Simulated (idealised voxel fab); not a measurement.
Proc. module: voxel air gaps
Square cells of 5 nm make up the cross-section cut, whose width is 240 nm.
Cross-section spec: square-cell grid; bands listed top down; each band is one or more rows.
Top, bottom (nm), then materials left to right with widths (nm); lone material tagged "throughout" fills the whole band edge to edge; "blank" = empty space.
Ref level 0: as-received wafer is one material below here. Bottom band extends down with no lower bound ("0..down").
A two-number width, for instance "30->40", indicates that the width is equal to the first number in the top row of the band and to the second number in the bottom row, and that it changes by a constant amount per row of cells.
A step reported as "nothing changed" is a step in which no cell of the cross-section changed.
Sealed internal cavities: empty space of 8 cells or more with no open way to the top, each as width x height at its distance from the left edge, in nm
The remark found on a step's line after its settings is issued by the simulator itself and pertains to that step.
On any step carrying a mask, the "overlay nm" setting, if present on the step's line, tells how far right of its planned place the mask lay; negative values point to the left.
Below is the list of planned process steps:
1 RECEIVE | material Si
2 CONFORMAL_DEP | material SiO2 | thk nm 15
3 CONFORMAL_DEP | material SiCN | thk nm 5
4 DIRECTIONAL_DEP | material SiO2 | thk nm 30
5 PATTERN | tone open | mask id LINES | material resist | width nm 20 | pitch nm 45 | thk nm 20 | overlay nm 0
6 DIRECTIONAL_ETCH | etch materials SiO2 | depth nm 30
7 STRIP | etch materials resist
8 CONFORMAL_DEP | material TiN | thk nm 5
9 FILL_DEP | material W | thk nm 10
10 CMP | height nm 50
11 EPI | material Ru | thk nm 10
12 SELECTIVE_ETCH | etch materials SiO2 | depth nm 40
13 CONFORMAL_DEP | material SiCN | thk nm 5
Below: the first of two wafers, run as planned:
Incoming wafer in cross-section (state: after step 1):
0..down = Si throughout
Sealed internal cavities: none
After step 2: wafer cross-section:
15..0 = SiO2 throughout
For the remainder of the cross-section, below 0, there is no change.
After step 3: wafer cross-section:
20..15 = SiCN throughout
For the remainder of the cross-section, below 15, there is no change.
After step 4: wafer cross-section:
50..20 = SiO2 throughout
For the remainder of the cross-section, below 20, there is no change.
After step 5: wafer cross-section:
70..50 = resist 40; blank 20; resist 25; blank 20; resist 25; blank 20; resist 25; blank 20; resist 45
For the remainder of the cross-section, below 50, there is no change.
After step 6: wafer cross-section:
70..50 = resist 40; blank 20; resist 25; blank 20; resist 25; blank 20; resist 25; blank 20; resist 45
50..20 = SiO2 40; blank 20; SiO2 25; blank 20; SiO2 25; blank 20; SiO2 25; blank 20; SiO2 45
For the remainder of the cross-section, below 20, there is no change.
After step 7: wafer cross-section:
50..20 = SiO2 40; blank 20; SiO2 25; blank 20; SiO2 25; blank 20; SiO2 25; blank 20; SiO2 45
For the remainder of the cross-section, below 20, there is no change.
After step 8: wafer cross-section:
55..50 = TiN 45; blank 10; TiN 35; blank 10; TiN 35; blank 10; TiN 35; blank 10; TiN 50
50..25 = SiO2 40; TiN 5; blank 10; TiN 5; SiO2 25; TiN 5; blank 10; TiN 5; SiO2 25; TiN 5; blank 10; TiN 5; SiO2 25; TiN 5; blank 10; TiN 5; SiO2 45
25..20 = SiO2 40; TiN 20; SiO2 25; TiN 20; SiO2 25; TiN 20; SiO2 25; TiN 20; SiO2 45
For the remainder of the cross-section, below 20, there is no change.
After step 9: wafer cross-section:
65..55 = W throughout
55..50 = TiN 45; W 10; TiN 35; W 10; TiN 35; W 10; TiN 35; W 10; TiN 50
50..25 = SiO2 40; TiN 5; W 10; TiN 5; SiO2 25; TiN 5; W 10; TiN 5; SiO2 25; TiN 5; W 10; TiN 5; SiO2 25; TiN 5; W 10; TiN 5; SiO2 45
For the remainder of the cross-section, below 25, there is no change.
After step 10: wafer cross-section:
50..25 = SiO2 40; TiN 5; W 10; TiN 5; SiO2 25; TiN 5; W 10; TiN 5; SiO2 25; TiN 5; W 10; TiN 5; SiO2 25; TiN 5; W 10; TiN 5; SiO2 45
For the remainder of the cross-section, below 25, there is no change.
After step 11: wafer cross-section:
60..50 = blank 30; Ru 40; blank 5; Ru 40; blank 5; Ru 40; blank 5; Ru 40; blank 35
For the remainder of the cross-section, below 50, there is no change.
After step 12: wafer cross-section:
60..50 = blank 30; Ru 40; blank 5; Ru 40; blank 5; Ru 40; blank 5; Ru 40; blank 35
50..25 = blank 40; TiN 5; W 10; TiN 5; blank 25; TiN 5; W 10; TiN 5; blank 25; TiN 5; W 10; TiN 5; blank 25; TiN 5; W 10; TiN 5; blank 45
25..20 = blank 40; TiN 20; blank 25; TiN 20; blank 25; TiN 20; blank 25; TiN 20; blank 45
For the remainder of the cross-section, below 20, there is no change.
After step 13: wafer cross-section:
65..60 = blank 25; SiCN 185; blank 30
60..50 = blank 25; SiCN 5; Ru 40; SiCN 5; Ru 40; SiCN 5; Ru 40; SiCN 5; Ru 40; SiCN 5; blank 30
50..45 = blank 25; SiCN 15; TiN 5; W 10; TiN 5; SiCN 25; TiN 5; W 10; TiN 5; SiCN 25; TiN 5; W 10; TiN 5; SiCN 25; TiN 5; W 10; TiN 5; SiCN 15; blank 30
45..25 = blank 35; SiCN 5; TiN 5; W 10; TiN 5; SiCN 5; blank 15; SiCN 5; TiN 5; W 10; TiN 5; SiCN 5; blank 15; SiCN 5; TiN 5; W 10; TiN 5; SiCN 5; blank 15; SiCN 5; TiN 5; W 10; TiN 5; SiCN 5; blank 40
25..20 = SiCN 40; TiN 20; SiCN 25; TiN 20; SiCN 25; TiN 20; SiCN 25; TiN 20; SiCN 45
For the remainder of the cross-section, below 20, there is no change.
Sealed internal cavities: 15 x 20 at 65; 15 x 20 at 110; 15 x 20 at 155
second wafer: like start, like plan, one mistake. Through step 9 it matches the first wafer:
X-section, second wafer, when step 10 was due to finish: nothing changed
X-section, second wafer, when step 11 was due to finish:
75..65 = Ru throughout
For the remainder of the cross-section, below 65, there is no change.
X-section, second wafer, when step 12 was due to finish: nothing changed
X-section, second wafer, when step 13 was due to finish:
80..75 = SiCN throughout
For the remainder of the cross-section, below 75, there is no change.
Misprocessing identified: with respect to the plan, step 10 was omitted and not executed
Upon completion, the second wafer contains, in terms of cells, a greater or smaller amount of certain materials than the first wafer: Ru +32; SiCN -84; SiO2 +192; TiN +40; W +104
So at the end we're looking at 3 closed voids on the first wafer and 0 on the second.
